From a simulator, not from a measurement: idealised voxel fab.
Process module under the name voxel self aligned contacts
Pictured: cross-section cut, 280 nm wide, on a grid of 5 nm square cells.
A cross-section is a grid of square cells, given in bands from the top down. A band is one or more rows of cells. For a band, the entry starts with two heights in nm, that of the top and then that of the bottom, and carries on with the band's materials in order from left to right, each alongside its width in nm; the word "edge to edge" beside a single material means it fills the band edge to edge, and "empty" means empty space. Heights are reckoned from 0. Under this level, the received wafer is all of one material. The bottommost band is open-ended downward, for example "z 0 and below". When a width is written as two numbers, as in "30..40", the first number is the width in the top row of cells of the band and the second is the width in its bottom row, and the width changes by the same amount from each row to the next. "remained unchanged" -> step changed no cross-section cell. "Sealed-off cavities" - sealed voids, min. 8 cells, no opening to top; format: width x height at distance (distance from left edge; nm throughout). after a step's settings: what the simulator itself notes on the step. overlay nm: step with mask; distance mask lay right of planned place; negative value = left of planned place.

# Steps planned for the process
1,RECEIVE,material Si
2,CONFORMAL_DEP,material SiO2,thk nm 5
3,DIRECTIONAL_DEP,material polySi,thk nm 20
4,DIRECTIONAL_DEP,material SiN,thk nm 20
5,MASKED_ETCH,tone cover,mask id GATE,width nm 25,pitch nm 55,etch materials SiN,depth nm 20,overlay nm 0
6,MASKED_ETCH,tone cover,mask id GATE,width nm 25,pitch nm 55,etch materials polySi,depth nm 20,overlay nm 0
7,CONFORMAL_DEP,material SiN,thk nm 5
8,DIRECTIONAL_ETCH,etch materials SiN,depth nm 5
9,FILL_DEP,material SiO2,thk nm 15
10,CMP,height nm 50
11,MASKED_ETCH,tone open,mask id CONTACT,width nm 40,pitch nm 55,etch materials SiO2,depth nm 50,overlay nm 0
12,CONFORMAL_DEP,material TiN,thk nm 5
13,FILL_DEP,material W,thk nm 5
14,CMP,height nm 50
15,CONFORMAL_DEP,material SiCN,thk nm 5

# First of two wafers - as planned

# Incoming wafer, cross-sectional view, post step 1
> z 0 and below: Si edge to edge
> Sealed-off cavities: none

# Once step 2 is through, the wafer looks like this in cross-section
> z 5 to 0: SiO2 edge to edge
> Nothing below the height 0 has changed.

# Once step 3 is through, the wafer looks like this in cross-section
> z 25 to 5: polySi edge to edge
> Nothing below the height 5 has changed.

# Once step 4 is through, the wafer looks like this in cross-section
> z 45 to 25: SiN edge to edge
> Nothing below the height 25 has changed.

# Once step 5 is through, the wafer looks like this in cross-section
> z 45 to 25: empty (70), then SiN (25), then empty (30), then SiN (25), then empty (30), then SiN (25), then empty (75)
> Nothing below the height 25 has changed.

# Once step 6 is through, the wafer looks like this in cross-section
> z 45 to 25: empty (70), then SiN (25), then empty (30), then SiN (25), then empty (30), then SiN (25), then empty (75)
> z 25 to 5: empty (70), then polySi (25), then empty (30), then polySi (25), then empty (30), then polySi (25), then empty (75)
> Nothing below the height 5 has changed.

# Once step 7 is through, the wafer looks like this in cross-section
> z 50 to 25: empty (65), then SiN (35), then empty (20), then SiN (35), then empty (20), then SiN (35), then empty (70)
> z 25 to 10: empty (65), then SiN (5), then polySi (25), then SiN (5), then empty (20), then SiN (5), then polySi (25), then SiN (5), then empty (20), then SiN (5), then polySi (25), then SiN (5), then empty (70)
> z 10 to 5: SiN (70), then polySi (25), then SiN (30), then polySi (25), then SiN (30), then polySi (25), then SiN (75)
> Nothing below the height 5 has changed.

# Once step 8 is through, the wafer looks like this in cross-section
> z 45 to 25: empty (65), then SiN (35), then empty (20), then SiN (35), then empty (20), then SiN (35), then empty (70)
> z 25 to 5: empty (65), then SiN (5), then polySi (25), then SiN (5), then empty (20), then SiN (5), then polySi (25), then SiN (5), then empty (20), then SiN (5), then polySi (25), then SiN (5), then empty (70)
> Nothing below the height 5 has changed.

# Once step 9 is through, the wafer looks like this in cross-section
> z 60 to 45: SiO2 edge to edge
> z 45 to 25: SiO2 (65), then SiN (35), then SiO2 (20), then SiN (35), then SiO2 (20), then SiN (35), then SiO2 (70)
> z 25 to 5: SiO2 (65), then SiN (5), then polySi (25), then SiN (5), then SiO2 (20), then SiN (5), then polySi (25), then SiN (5), then SiO2 (20), then SiN (5), then polySi (25), then SiN (5), then SiO2 (70)
> Nothing below the height 5 has changed.

# Once step 10 is through, the wafer looks like this in cross-section
> z 50 to 45: SiO2 edge to edge
> Nothing below the height 45 has changed.

# Once step 11 is through, the wafer looks like this in cross-section
> z 50 to 45: SiO2 (90), then empty (40), then SiO2 (15), then empty (40), then SiO2 (95)
> z 45 to 25: SiO2 (65), then SiN (35), then empty (20), then SiN (35), then empty (20), then SiN (35), then SiO2 (70)
> z 25 to 5: SiO2 (65), then SiN (5), then polySi (25), then SiN (5), then empty (20), then SiN (5), then polySi (25), then SiN (5), then empty (20), then SiN (5), then polySi (25), then SiN (5), then SiO2 (70)
> z 5 to 0: SiO2 (100), then empty (20), then SiO2 (35), then empty (20), then SiO2 (105)
> Nothing below the height 0 has changed.

# Once step 12 is through, the wafer looks like this in cross-section
> z 55 to 50: TiN (95), then empty (30), then TiN (25), then empty (30), then TiN (100)
> z 50 to 45: SiO2 (90), then TiN (15), then empty (10), then TiN (15), then SiO2 (15), then TiN (15), then empty (10), then TiN (15), then SiO2 (95)
> z 45 to 25: SiO2 (65), then SiN (35), then TiN (5), then empty (10), then TiN (5), then SiN (35), then TiN (5), then empty (10), then TiN (5), then SiN (35), then SiO2 (70)
> z 25 to 5: SiO2 (65), then SiN (5), then polySi (25), then SiN (5), then TiN (5), then empty (10), then TiN (5), then SiN (5), then polySi (25), then SiN (5), then TiN (5), then empty (10), then TiN (5), then SiN (5), then polySi (25), then SiN (5), then SiO2 (70)
> z 5 to 0: SiO2 (100), then TiN (20), then SiO2 (35), then TiN (20), then SiO2 (105)
> Nothing below the height 0 has changed.

# Once step 13 is through, the wafer looks like this in cross-section
> z 60 to 55: W edge to edge
> z 55 to 50: TiN (95), then W (30), then TiN (25), then W (30), then TiN (100)
> z 50 to 45: SiO2 (90), then TiN (15), then W (10), then TiN (15), then SiO2 (15), then TiN (15), then W (10), then TiN (15), then SiO2 (95)
> z 45 to 25: SiO2 (65), then SiN (35), then TiN (5), then W (10), then TiN (5), then SiN (35), then TiN (5), then W (10), then TiN (5), then SiN (35), then SiO2 (70)
> z 25 to 5: SiO2 (65), then SiN (5), then polySi (25), then SiN (5), then TiN (5), then W (10), then TiN (5), then SiN (5), then polySi (25), then SiN (5), then TiN (5), then W (10), then TiN (5), then SiN (5), then polySi (25), then SiN (5), then SiO2 (70)
> Nothing below the height 5 has changed.

# Once step 14 is through, the wafer looks like this in cross-section
> z 50 to 45: SiO2 (90), then TiN (15), then W (10), then TiN (15), then SiO2 (15), then TiN (15), then W (10), then TiN (15), then SiO2 (95)
> Nothing below the height 45 has changed.

# Once step 15 is through, the wafer looks like this in cross-section
> z 55 to 50: SiCN edge to edge
> Nothing below the height 50 has changed.

# Second Wafer (Identical Start and Plan, One Processing Error; Matches First Wafer Through Step 3)

# Cross-section of the second wafer corresponding to the planned conclusion of step 4
> z 45 to 25: SiO2 edge to edge
> Nothing below the height 25 has changed.

Cross-section of the second wafer corresponding to the planned conclusion of step 5: remained unchanged

Cross-section of the second wafer corresponding to the planned conclusion of step 6: remained unchanged

# Cross-section of the second wafer corresponding to the planned conclusion of step 7
> z 50 to 45: SiN edge to edge
> Nothing below the height 45 has changed.

# Cross-section of the second wafer corresponding to the planned conclusion of step 8
> z 45 to 25: SiO2 edge to edge
> Nothing below the height 25 has changed.

# Cross-section of the second wafer corresponding to the planned conclusion of step 9
> z 60 to 25: SiO2 edge to edge
> Nothing below the height 25 has changed.

# Cross-section of the second wafer corresponding to the planned conclusion of step 10
> z 50 to 25: SiO2 edge to edge
> Nothing below the height 25 has changed.

# Cross-section of the second wafer corresponding to the planned conclusion of step 11
> z 50 to 25: SiO2 (90), then empty (40), then SiO2 (15), then empty (40), then SiO2 (95)
> Nothing below the height 25 has changed.

# Cross-section of the second wafer corresponding to the planned conclusion of step 12
> z 55 to 50: TiN (95), then empty (30), then TiN (25), then empty (30), then TiN (100)
> z 50 to 30: SiO2 (90), then TiN (5), then empty (30), then TiN (5), then SiO2 (15), then TiN (5), then empty (30), then TiN (5), then SiO2 (95)
> z 30 to 25: SiO2 (90), then TiN (40), then SiO2 (15), then TiN (40), then SiO2 (95)
> Nothing below the height 25 has changed.

# Cross-section of the second wafer corresponding to the planned conclusion of step 13
> z 60 to 55: W edge to edge
> z 55 to 50: TiN (95), then W (30), then TiN (25), then W (30), then TiN (100)
> z 50 to 30: SiO2 (90), then TiN (5), then W (30), then TiN (5), then SiO2 (15), then TiN (5), then W (30), then TiN (5), then SiO2 (95)
> Nothing below the height 30 has changed.

# Cross-section of the second wafer corresponding to the planned conclusion of step 14
> z 50 to 30: SiO2 (90), then TiN (5), then W (30), then TiN (5), then SiO2 (15), then TiN (5), then W (30), then TiN (5), then SiO2 (95)
> Nothing below the height 30 has changed.

# Cross-section of the second wafer corresponding to the planned conclusion of step 15
> z 55 to 50: SiCN edge to edge
> Nothing below the height 50 has changed.
Which mistake was made when the wafer was run? step 4 did not happen as planned, as run it was DIRECTIONAL_DEP,material SiO2,thk nm 20
The closing comparison, in cells, has the second wafer with more or fewer of some materials than the first: SiN -108; SiO2 -48; TiN -20; W +12; polySi +164
